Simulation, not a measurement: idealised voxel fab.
process module | voxel spacer lines
cross-section cut | 275 nm wide | cells 5 nm
A cross-section is a grid of square cells, given in bands from the top down. A band is one or more rows of cells.
Each band's line starts with the height of the band's top and of its bottom, in nm. Then come its materials from left to right, each with its width in nm. One material with "throughout" fills the band from edge to edge. "air" is empty space.
Height 0 is the level under which the wafer as received is all one material. The lowest band goes on downwards, as in "0 down".
A width such as "30 to 40" changes by the same amount from each row of cells to the next, from the band's top row to its bottom row.
"no change" after a step means that no cell of the cross-section changed.
closed voids: empty space of 8 cells or more with no open way to the top, each as width x height at its distance from the left edge, in nm
after a step's settings: what the simulator itself notes on the step
overlay nm, on a step with a mask: how far to the right of its planned place the mask lay; to the left if negative
plan
1 op RECEIVE | material Si
2 op CONFORMAL_DEP | material Al2O3 | thk nm 5
3 op DIRECTIONAL_DEP | material W | thk nm 20
4 op DIRECTIONAL_DEP | material polySi | thk nm 20
5 op PATTERN | tone cover | mask id MANDREL | material resist | width nm 20 | pitch nm 60 | thk nm 25 | overlay nm 0
6 op DIRECTIONAL_ETCH | etch materials polySi | depth nm 20
7 op STRIP | etch materials resist
8 op CONFORMAL_DEP | material SiO2 | thk nm 10
9 op DIRECTIONAL_ETCH | etch materials SiO2 | depth nm 10
10 op STRIP | etch materials polySi
11 op DIRECTIONAL_ETCH | etch materials W | depth nm 20
12 op STRIP | etch materials SiO2
13 op FILL_DEP | material SiO2 | thk nm 5
14 op CMP | height nm 25
first wafer, as planned
as received, after step 1
  0 down: Si throughout
  closed voids: none
after step 2
  5 to 0: Al2O3 throughout
  below 0: unchanged
after step 3
  25 to 5: W throughout
  below 5: unchanged
after step 4
  45 to 25: polySi throughout
  below 25: unchanged
after step 5
  70 to 45: air 95 | resist 20 | air 40 | resist 20 | air 100
  below 45: unchanged
after step 6
  70 to 45: air 95 | resist 20 | air 40 | resist 20 | air 100
  45 to 25: air 95 | polySi 20 | air 40 | polySi 20 | air 100
  below 25: unchanged
after step 7
  45 to 25: air 95 | polySi 20 | air 40 | polySi 20 | air 100
  below 25: unchanged
after step 8
  55 to 45: air 85 | SiO2 40 | air 20 | SiO2 40 | air 90
  45 to 35: air 85 | SiO2 10 | polySi 20 | SiO2 10 | air 20 | SiO2 10 | polySi 20 | SiO2 10 | air 90
  35 to 25: SiO2 95 | polySi 20 | SiO2 40 | polySi 20 | SiO2 100
  below 25: unchanged
after step 9
  45 to 25: air 85 | SiO2 10 | polySi 20 | SiO2 10 | air 20 | SiO2 10 | polySi 20 | SiO2 10 | air 90
  below 25: unchanged
after step 10
  45 to 25: air 85 | SiO2 10 | air 20 | SiO2 10 | air 20 | SiO2 10 | air 20 | SiO2 10 | air 90
  below 25: unchanged
after step 11
  45 to 25: air 85 | SiO2 10 | air 20 | SiO2 10 | air 20 | SiO2 10 | air 20 | SiO2 10 | air 90
  25 to 5: air 85 | W 10 | air 20 | W 10 | air 20 | W 10 | air 20 | W 10 | air 90
  below 5: unchanged
after step 12
  25 to 5: air 85 | W 10 | air 20 | W 10 | air 20 | W 10 | air 20 | W 10 | air 90
  below 5: unchanged
after step 13
  30 to 25: SiO2 throughout
  25 to 5: SiO2 85 | W 10 | SiO2 20 | W 10 | SiO2 20 | W 10 | SiO2 20 | W 10 | SiO2 90
  below 5: unchanged
after step 14
  25 to 5: SiO2 85 | W 10 | SiO2 20 | W 10 | SiO2 20 | W 10 | SiO2 20 | W 10 | SiO2 90
  below 5: unchanged
second wafer: like start, like plan, one mistake. Through step 1 it matches the first wafer
when step 2 should have ended: no change
when step 3 should have ended
  20 to 0: W throughout
  below 0: unchanged
when step 4 should have ended
  40 to 20: polySi throughout
  below 20: unchanged
when step 5 should have ended
  65 to 40: air 95 | resist 20 | air 40 | resist 20 | air 100
  below 40: unchanged
when step 6 should have ended
  65 to 40: air 95 | resist 20 | air 40 | resist 20 | air 100
  40 to 20: air 95 | polySi 20 | air 40 | polySi 20 | air 100
  below 20: unchanged
when step 7 should have ended
  40 to 20: air 95 | polySi 20 | air 40 | polySi 20 | air 100
  below 20: unchanged
when step 8 should have ended
  50 to 40: air 85 | SiO2 40 | air 20 | SiO2 40 | air 90
  40 to 30: air 85 | SiO2 10 | polySi 20 | SiO2 10 | air 20 | SiO2 10 | polySi 20 | SiO2 10 | air 90
  30 to 20: SiO2 95 | polySi 20 | SiO2 40 | polySi 20 | SiO2 100
  below 20: unchanged
when step 9 should have ended
  40 to 20: air 85 | SiO2 10 | polySi 20 | SiO2 10 | air 20 | SiO2 10 | polySi 20 | SiO2 10 | air 90
  below 20: unchanged
when step 10 should have ended
  40 to 20: air 85 | SiO2 10 | air 20 | SiO2 10 | air 20 | SiO2 10 | air 20 | SiO2 10 | air 90
  below 20: unchanged
when step 11 should have ended
  40 to 20: air 85 | SiO2 10 | air 20 | SiO2 10 | air 20 | SiO2 10 | air 20 | SiO2 10 | air 90
  20 to 0: air 85 | W 10 | air 20 | W 10 | air 20 | W 10 | air 20 | W 10 | air 90
  below 0: unchanged
when step 12 should have ended
  20 to 0: air 85 | W 10 | air 20 | W 10 | air 20 | W 10 | air 20 | W 10 | air 90
  below 0: unchanged
when step 13 should have ended
  25 to 20: SiO2 throughout
  20 to 0: SiO2 85 | W 10 | SiO2 20 | W 10 | SiO2 20 | W 10 | SiO2 20 | W 10 | SiO2 90
  below 0: unchanged
when step 14 should have ended: no change
what went wrong: step 2 was left out
at the end the second wafer has, in cells: 55 fewer of Al2O3 | 55 more of SiO2
